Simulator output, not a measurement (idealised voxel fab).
process module | voxel gate over fins
cross-section cut | 280 nm wide | cells 5 nm
A cross-section is a grid of square cells, given in bands from the top down. A band is one or more rows of cells.
Each band's line starts with the height of the band's top and of its bottom, in nm. Then come its materials from left to right, each with its width in nm. One material with "throughout" fills the band from edge to edge. "air" is empty space.
Height 0 is the level under which the wafer as received is all one material. The lowest band goes on downwards, as in "0 down".
A width such as "30 to 40" changes by the same amount from each row of cells to the next, from the band's top row to its bottom row.
"no change" after a step means that no cell of the cross-section changed.
closed voids: empty space of 8 cells or more with no open way to the top, each as width x height at its distance from the left edge, in nm
after a step's settings: what the simulator itself notes on the step
overlay nm, on a step with a mask: how far to the right of its planned place the mask lay; to the left if negative
plan
1 op RECEIVE | material Si
2 op CONFORMAL_DEP | material SiN | thk nm 10
3 op DIRECTIONAL_DEP | material aC | thk nm 10
4 op PATTERN | tone cover | mask id FINS | material resist | width nm 15 | pitch nm 60 | thk nm 25 | overlay nm 0
5 op DIRECTIONAL_ETCH | etch materials aC | depth nm 10
6 op STRIP | etch materials resist
7 op DIRECTIONAL_ETCH | etch materials SiN | depth nm 10
8 op DIRECTIONAL_ETCH | etch materials Si | depth nm 30
9 op STRIP | etch materials aC
10 op OXIDIZE | depth nm 5
11 op FILL_DEP | material SiO2 | thk nm 5
12 op CMP | height nm 10
13 op PATTERN | tone open | mask id RAIL | material resist | width nm 15 | thk nm 20 | overlay nm -15
14 op DIRECTIONAL_ETCH | etch materials SiO2 | depth nm 35
15 op STRIP | etch materials resist
16 op CONFORMAL_DEP | material TiN | thk nm 5
17 op FILL_DEP | material W | thk nm 10
18 op CMP | height nm 10
19 op SELECTIVE_ETCH | etch materials W Ru TiN | depth nm 30
20 op FILL_DEP | material SiO2 | thk nm 5
21 op CMP | height nm 10
22 op SELECTIVE_ETCH | etch materials SiO2 | depth nm 25
23 op STRIP | etch materials SiN
24 op CONFORMAL_DEP | material HfO2 | thk nm 5
25 op CONFORMAL_DEP | material TiN | thk nm 5
26 op FILL_DEP | material W | thk nm 15
27 op CMP | height nm 20
28 op CONFORMAL_DEP | material SiCN | thk nm 10
varied across the wafers: overlay nm of step 13. The plan shows the first wafer's value. All wafers start alike
first wafer as received, after step 1
  0 down: Si throughout
  closed voids: none
first wafer at the end, after step 28
  30 to 20: SiCN throughout
  20 to 10: W throughout
  10 to 5: W 65 | TiN 25 | W 35 | TiN 25 | W 35 | TiN 25 | W 70
  5 to 0: W 65 | TiN 5 | HfO2 15 | TiN 5 | W 35 | TiN 5 | HfO2 15 | TiN 5 | W 35 | TiN 5 | HfO2 15 | TiN 5 | W 70
  0 to -5: W 65 | TiN 5 | HfO2 5 | Si 5 | HfO2 5 | TiN 5 | W 35 | TiN 5 | HfO2 5 | Si 5 | HfO2 5 | TiN 5 | W 35 | TiN 5 | HfO2 5 | Si 5 | HfO2 5 | TiN 5 | W 70
  -5 to -10: TiN 70 | HfO2 5 | Si 5 | HfO2 5 | TiN 45 | HfO2 5 | Si 5 | HfO2 5 | TiN 45 | HfO2 5 | Si 5 | HfO2 5 | TiN 75
  -10 to -15: HfO2 75 | Si 5 | HfO2 55 | Si 5 | HfO2 55 | Si 5 | HfO2 80
  -15 to -20: SiO2 75 | Si 5 | SiO2 55 | Si 5 | SiO2 55 | Si 5 | SiO2 80
  -20 to -25: SiO2 75 | Si 5 | SiO2 5 | TiN 15 | SiO2 35 | Si 5 | SiO2 55 | Si 5 | SiO2 80
  -25 to -35: SiO2 75 | Si 5 | SiO2 55 | Si 5 | SiO2 55 | Si 5 | SiO2 80
  -35 down: Si throughout
  closed voids: none
last wafer at the end
  30 to 20: SiCN throughout
  20 to 10: W throughout
  10 to 5: W 65 | TiN 25 | W 35 | TiN 25 | W 35 | TiN 25 | W 70
  5 to 0: W 65 | TiN 5 | HfO2 15 | TiN 5 | W 35 | TiN 5 | HfO2 15 | TiN 5 | W 35 | TiN 5 | HfO2 15 | TiN 5 | W 70
  0 to -5: W 65 | TiN 5 | HfO2 5 | Si 5 | HfO2 5 | TiN 5 | W 35 | TiN 5 | HfO2 5 | Si 5 | HfO2 5 | TiN 5 | W 35 | TiN 5 | HfO2 5 | Si 5 | HfO2 5 | TiN 5 | W 70
  -5 to -10: TiN 70 | HfO2 5 | Si 5 | HfO2 5 | TiN 45 | HfO2 5 | Si 5 | HfO2 5 | TiN 45 | HfO2 5 | Si 5 | HfO2 5 | TiN 75
  -10 to -15: HfO2 75 | Si 5 | HfO2 55 | Si 5 | HfO2 55 | Si 5 | HfO2 80
  -15 to -20: SiO2 75 | Si 5 | SiO2 55 | Si 5 | SiO2 55 | Si 5 | SiO2 80
  -20 to -25: SiO2 75 | Si 5 | SiO2 35 | TiN 15 | SiO2 5 | Si 5 | SiO2 55 | Si 5 | SiO2 80
  -25 to -35: SiO2 75 | Si 5 | SiO2 55 | Si 5 | SiO2 55 | Si 5 | SiO2 80
  -35 down: Si throughout
  closed voids: none
each wafer at the end: cells of each material gained (+) or lost (-) since it was received, then its closed voids
overlay nm -15 | +74 HfO2 | -371 Si | +112 SiCN | +209 SiO2 | +77 TiN | +235 W | closed voids: none
overlay nm -10 | +74 HfO2 | -371 Si | +112 SiCN | +209 SiO2 | +77 TiN | +235 W | closed voids: none
overlay nm -5 | +74 HfO2 | -371 Si | +112 SiCN | +209 SiO2 | +77 TiN | +235 W | closed voids: none
overlay nm 0 | +74 HfO2 | -371 Si | +112 SiCN | +209 SiO2 | +77 TiN | +235 W | closed voids: none
overlay nm 5 | +74 HfO2 | -371 Si | +112 SiCN | +209 SiO2 | +77 TiN | +235 W | closed voids: none
overlay nm 10 | +74 HfO2 | -371 Si | +112 SiCN | +209 SiO2 | +77 TiN | +235 W | closed voids: none
overlay nm 15 | +74 HfO2 | -371 Si | +112 SiCN | +209 SiO2 | +77 TiN | +235 W | closed voids: none
